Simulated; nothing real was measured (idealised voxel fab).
Presented below is a process module, voxel ribs on slabs.
Cross-section cut spans 140 nm and uses square cells 5 nm in size.
If you're reading a cross-section in this doc, picture square cells in a grid; it comes to you as bands, top ones listed first down to the bottom, and a band can be one or more rows of cells.
Per band: top height and bottom height in nm, followed by the left-to-right materials and their widths in nm; "all across" marks a single material spanning edge to edge, "blank" marks empty space.
The reference from which all heights are counted is 0, the level beneath which the as-received wafer is entirely one material; the lowest band, having no lower bound, proceeds downward and is written after the example "from 0 down".
So if you see something like "30 to 40" for the width, read it as the top row of the band sitting at the first number and the bottom row at the second, with every row in between moving by the same amount as the last.
Step marked "same as before"? Then no cell in the cross-section changed in it.
The entry titled "Enclosed cavities" provides the empty spaces that have no open way to the top, restricted to those of 8 cells or more. Each is presented as width x height at distance, the distance being measured from the left edge, with all three in nm.
Past the settings on a step's line: simulator remark, on that step.
The setting "overlay nm" may be written on the line of a step. When the step uses a mask, the value reports how far to the right of the planned place the mask lay, and a negative value reports that it lay to the left.
Structure of the following material. The material consists of pairs of cross-sections. Each pair comprises the cross-section before one process step and the cross-section after that step, the latter shown only down to the lowest band that changed. The step between the cross-sections is specified beneath each pair, including its settings. Pairs are not necessarily consecutive: they may derive from different runs of this module performed on the same starting wafer. Continuity with the pair above is to be assumed only where the entry headed "Before processing" of the pair in question states it.

Before processing
	from 80 to 70: aC all across
	from 70 to 60: TiN all across
	from 60 to 40: SiO2 all across
	from 40 to 30: SiO2 (55), then polySi (25), then SiO2 (60)
	from 30 to 25: SiO2 (35), then polySi (65), then SiO2 (40)
	from 25 to 0: SiO2 all across
	from 0 down: Si all across
	Enclosed cavities: none

Step Outcome
	from 105 to 80: blank (55), then resist (35), then blank (50)
	At heights below 80, the structure remains unaltered.
	Enclosed cavities: none
The process step bridging the two cross-sections above: PATTERN: tone cover, mask id HEATER, material resist, width nm 35, thk nm 25, overlay nm 5

Before processing: this step begins from the cross-section that the pair just above shows after its step.

Step Outcome
	from 95 to 80: blank (55), then resist (35), then blank (50)
	from 80 to 70: blank (55), then aC (35), then blank (50)
	At heights below 70, the structure remains unaltered.
	Enclosed cavities: none
The process step bridging the two cross-sections above: DIRECTIONAL_ETCH: etch materials aC, depth nm 10

Before processing: this step begins from the cross-section that the pair just above shows after its step.

Step Outcome
	from 80 to 70: blank (55), then aC (35), then blank (50)
	At heights below 70, the structure remains unaltered.
	Enclosed cavities: none
The process step bridging the two cross-sections above: STRIP: etch materials resist

Before processing: this step begins from the cross-section that the pair just above shows after its step.

Step Outcome
	from 80 to 70: blank (55), then aC (35), then blank (50)
	from 70 to 60: blank (55), then TiN (35), then blank (50)
	At heights below 60, the structure remains unaltered.
	Enclosed cavities: none
The process step bridging the two cross-sections above: DIRECTIONAL_ETCH: etch materials TiN, depth nm 10

Before processing: this step begins from the cross-section that the pair just above shows after its step.

Step Outcome
	from 70 to 60: blank (55), then TiN (35), then blank (50)
	At heights below 60, the structure remains unaltered.
	Enclosed cavities: none
The process step bridging the two cross-sections above: STRIP: etch materials aC

Before processing: this step begins from the cross-section that the pair just above shows after its step.

Step Outcome
	from 80 to 70: blank (45), then SiO2 (55), then blank (40)
	from 70 to 60: SiO2 (55), then TiN (35), then SiO2 (50)
	At heights below 60, the structure remains unaltered.
	Enclosed cavities: none
The process step bridging the two cross-sections above: CONFORMAL_DEP: material SiO2, thk nm 10

Before processing
	from 40 to 25: polySi all across
	from 25 to 0: SiO2 all across
	from 0 down: Si all across
	Enclosed cavities: none

Step Outcome
	from 50 to 40: SiO2 all across
	At heights below 40, the structure remains unaltered.
	Enclosed cavities: none
The process step bridging the two cross-sections above: DIRECTIONAL_DEP: material SiO2, thk nm 10

Before processing: this step begins from the cross-section that the pair just above shows after its step.

Step Outcome
	from 80 to 50: blank (55), then resist (25), then blank (60)
	At heights below 50, the structure remains unaltered.
	Enclosed cavities: none
The process step bridging the two cross-sections above: PATTERN: tone cover, mask id RIB, material resist, width nm 25, thk nm 30, overlay nm 0

Before processing: this step begins from the cross-section that the pair just above shows after its step.

Step Outcome
	from 70 to 50: blank (55), then resist (25), then blank (60)
	At heights below 50, the structure remains unaltered.
	Enclosed cavities: none
The process step bridging the two cross-sections above: DIRECTIONAL_ETCH: etch materials aC, depth nm 10

Before processing: this step begins from the cross-section that the pair just above shows after its step.

Step Outcome
	from 50 to 40: SiO2 all across
	At heights below 40, the structure remains unaltered.
	Enclosed cavities: none
The process step bridging the two cross-sections above: STRIP: etch materials resist

Before processing: this step begins from the cross-section that the pair just above shows after its step.

Step Outcome
	from 60 to 50: aC all across
	At heights below 50, the structure remains unaltered.
	Enclosed cavities: none
The process step bridging the two cross-sections above: DIRECTIONAL_DEP: material aC, thk nm 10

Before processing: this step begins from the cross-section that the pair just above shows after its step.

Step Outcome
	from 90 to 60: blank (35), then resist (65), then blank (40)
	At heights below 60, the structure remains unaltered.
	Enclosed cavities: none
The process step bridging the two cross-sections above: PATTERN: tone cover, mask id SLAB, material resist, width nm 65, thk nm 30, overlay nm 0

Before processing: this step begins from the cross-section that the pair just above shows after its step.

Step Outcome
	from 80 to 60: blank (35), then resist (65), then blank (40)
	from 60 to 50: blank (35), then aC (65), then blank (40)
	At heights below 50, the structure remains unaltered.
	Enclosed cavities: none
The process step bridging the two cross-sections above: DIRECTIONAL_ETCH: etch materials aC, depth nm 10

Before processing: this step begins from the cross-section that the pair just above shows after its step.

Step Outcome
	from 60 to 50: blank (35), then aC (65), then blank (40)
	At heights below 50, the structure remains unaltered.
	Enclosed cavities: none
The process step bridging the two cross-sections above: STRIP: etch materials resist

Before processing: this step begins from the cross-section that the pair just above shows after its step.

Step Outcome
	from 50 to 40: SiO2 all across
	At heights below 40, the structure remains unaltered.
	Enclosed cavities: none
The process step bridging the two cross-sections above: STRIP: etch materials aC

Before processing: this step begins from the cross-section that the pair just above shows after its step.

Step Outcome
	from 75 to 40: SiO2 all across
	At heights below 40, the structure remains unaltered.
	Enclosed cavities: none
The process step bridging the two cross-sections above: FILL_DEP: material SiO2, thk nm 25

Before processing: this step begins from the cross-section that the pair just above shows after its step.

Step Outcome
	from 60 to 40: SiO2 all across
	At heights below 40, the structure remains unaltered.
	Enclosed cavities: none
The process step bridging the two cross-sections above: CMP: height nm 60

Before processing: this step begins from the cross-section that the pair just above shows after its step.

Step Outcome
	from 70 to 60: TiN all across
	At heights below 60, the structure remains unaltered.
	Enclosed cavities: none
The process step bridging the two cross-sections above: DIRECTIONAL_DEP: material TiN, thk nm 10

Before processing: this step begins from the cross-section that the pair just above shows after its step.

Step Outcome
	from 80 to 70: aC all across
	At heights below 70, the structure remains unaltered.
	Enclosed cavities: none
The process step bridging the two cross-sections above: DIRECTIONAL_DEP: material aC, thk nm 10

Before processing: this step begins from the cross-section that the pair just above shows after its step.

Step Outcome
	from 105 to 80: blank (50), then resist (35), then blank (55)
	At heights below 80, the structure remains unaltered.
	Enclosed cavities: none
The process step bridging the two cross-sections above: PATTERN: tone cover, mask id HEATER, material resist, width nm 35, thk nm 25, overlay nm 0

Before processing: this step begins from the cross-section that the pair just above shows after its step.

Step Outcome
	from 95 to 80: blank (50), then resist (35), then blank (55)
	from 80 to 70: blank (50), then aC (35), then blank (55)
	At heights below 70, the structure remains unaltered.
	Enclosed cavities: none
The process step bridging the two cross-sections above: DIRECTIONAL_ETCH: etch materials aC, depth nm 10

Before processing: this step begins from the cross-section that the pair just above shows after its step.

Step Outcome
	from 80 to 70: blank (50), then aC (35), then blank (55)
	At heights below 70, the structure remains unaltered.
	Enclosed cavities: none
The process step bridging the two cross-sections above: STRIP: etch materials resist

Before processing: this step begins from the cross-section that the pair just above shows after its step.

Step Outcome
	from 80 to 70: blank (50), then aC (35), then blank (55)
	from 70 to 60: blank (50), then TiN (35), then blank (55)
	At heights below 60, the structure remains unaltered.
	Enclosed cavities: none
The process step bridging the two cross-sections above: DIRECTIONAL_ETCH: etch materials TiN, depth nm 10

Before processing: this step begins from the cross-section that the pair just above shows after its step.

Step Outcome
	from 70 to 60: blank (50), then TiN (35), then blank (55)
	At heights below 60, the structure remains unaltered.
	Enclosed cavities: none
The process step bridging the two cross-sections above: STRIP: etch materials aC

Before processing: this step begins from the cross-section that the pair just above shows after its step.

Step Outcome
	from 80 to 70: blank (40), then SiO2 (55), then blank (45)
	from 70 to 60: SiO2 (50), then TiN (35), then SiO2 (55)
	At heights below 60, the structure remains unaltered.
	Enclosed cavities: none
The process step bridging the two cross-sections above: CONFORMAL_DEP: material SiO2, thk nm 10

Before processing
	from 50 to 40: blank (55), then aC (25), then blank (60)
	from 40 to 30: aC (55), then polySi (25), then aC (60)
	from 30 to 25: polySi all across
	from 25 to 0: SiO2 all across
	from 0 down: Si all across
	Enclosed cavities: none

Step Outcome
	from 80 to 50: resist (35), then blank (65), then resist (40)
	from 50 to 40: resist (35), then blank (20), then aC (25), then blank (20), then resist (40)
	At heights below 40, the structure remains unaltered.
	Enclosed cavities: none
The process step bridging the two cross-sections above: PATTERN: tone open, mask id SLAB, material resist, width nm 65, thk nm 30, overlay nm 0

Before processing: this step begins from the cross-section that the pair just above shows after its step.

Step Outcome
	from 70 to 40: resist (35), then blank (65), then resist (40)
	from 40 to 30: aC (35), then blank (20), then polySi (25), then blank (20), then aC (40)
	At heights below 30, the structure remains unaltered.
	Enclosed cavities: none
The process step bridging the two cross-sections above: DIRECTIONAL_ETCH: etch materials aC, depth nm 10

Before processing: this step begins from the cross-section that the pair just above shows after its step.

Step Outcome
	from 40 to 30: aC (35), then blank (20), then polySi (25), then blank (20), then aC (40)
	At heights below 30, the structure remains unaltered.
	Enclosed cavities: none
The process step bridging the two cross-sections above: STRIP: etch materials resist

Before processing: this step begins from the cross-section that the pair just above shows after its step.

Step Outcome
	from 40 to 35: aC (35), then blank (65), then aC (40)
	from 35 to 30: aC (35), then blank (20), then polySi (25), then blank (20), then aC (40)
	from 30 to 25: polySi (35), then blank (20), then polySi (25), then blank (20), then polySi (40)
	At heights below 25, the structure remains unaltered.
	Enclosed cavities: none
The process step bridging the two cross-sections above: DIRECTIONAL_ETCH: etch materials polySi, depth nm 5

Before processing: this step begins from the cross-section that the pair just above shows after its step.

Step Outcome
	from 35 to 30: blank (55), then polySi (25), then blank (60)
	At heights below 30, the structure remains unaltered.
	Enclosed cavities: none
The process step bridging the two cross-sections above: STRIP: etch materials aC

Before processing: this step begins from the cross-section that the pair just above shows after its step.

Step Outcome
	from 60 to 35: SiO2 all across
	from 35 to 30: SiO2 (55), then polySi (25), then SiO2 (60)
	from 30 to 25: polySi (35), then SiO2 (20), then polySi (25), then SiO2 (20), then polySi (40)
	At heights below 25, the structure remains unaltered.
	Enclosed cavities: none
The process step bridging the two cross-sections above: FILL_DEP: material SiO2, thk nm 25

Before processing: this step begins from the cross-section that the pair just above shows after its step.

Step Outcome
	from 70 to 60: TiN all across
	At heights below 60, the structure remains unaltered.
	Enclosed cavities: none
The process step bridging the two cross-sections above: DIRECTIONAL_DEP: material TiN, thk nm 10

Before processing: this step begins from the cross-section that the pair just above shows after its step.

Step Outcome
	from 80 to 70: aC all across
	At heights below 70, the structure remains unaltered.
	Enclosed cavities: none
The process step bridging the two cross-sections above: DIRECTIONAL_DEP: material aC, thk nm 10

Before processing: this step begins from the cross-section that the pair just above shows after its step.

Step Outcome
	from 105 to 80: blank (50), then resist (35), then blank (55)
	At heights below 80, the structure remains unaltered.
	Enclosed cavities: none
The process step bridging the two cross-sections above: PATTERN: tone cover, mask id HEATER, material resist, width nm 35, thk nm 25, overlay nm 0

Before processing: this step begins from the cross-section that the pair just above shows after its step.

Step Outcome
	from 95 to 80: blank (50), then resist (35), then blank (55)
	from 80 to 70: blank (50), then aC (35), then blank (55)
	At heights below 70, the structure remains unaltered.
	Enclosed cavities: none
The process step bridging the two cross-sections above: DIRECTIONAL_ETCH: etch materials aC, depth nm 10

Before processing: this step begins from the cross-section that the pair just above shows after its step.

Step Outcome
	from 80 to 70: blank (50), then aC (35), then blank (55)
	At heights below 70, the structure remains unaltered.
	Enclosed cavities: none
The process step bridging the two cross-sections above: STRIP: etch materials resist

Before processing: this step begins from the cross-section that the pair just above shows after its step.

Step Outcome
	from 80 to 70: blank (50), then aC (35), then blank (55)
	from 70 to 60: blank (50), then TiN (35), then blank (55)
	At heights below 60, the structure remains unaltered.
	Enclosed cavities: none
The process step bridging the two cross-sections above: DIRECTIONAL_ETCH: etch materials TiN, depth nm 10

Before processing: this step begins from the cross-section that the pair just above shows after its step.

Step Outcome
	from 70 to 60: blank (50), then TiN (35), then blank (55)
	At heights below 60, the structure remains unaltered.
	Enclosed cavities: none
The process step bridging the two cross-sections above: STRIP: etch materials aC

Before processing: this step begins from the cross-section that the pair just above shows after its step.

Step Outcome
	from 80 to 70: blank (40), then SiO2 (55), then blank (45)
	from 70 to 60: SiO2 (50), then TiN (35), then SiO2 (55)
	At heights below 60, the structure remains unaltered.
	Enclosed cavities: none
The process step bridging the two cross-sections above: CONFORMAL_DEP: material SiO2, thk nm 10
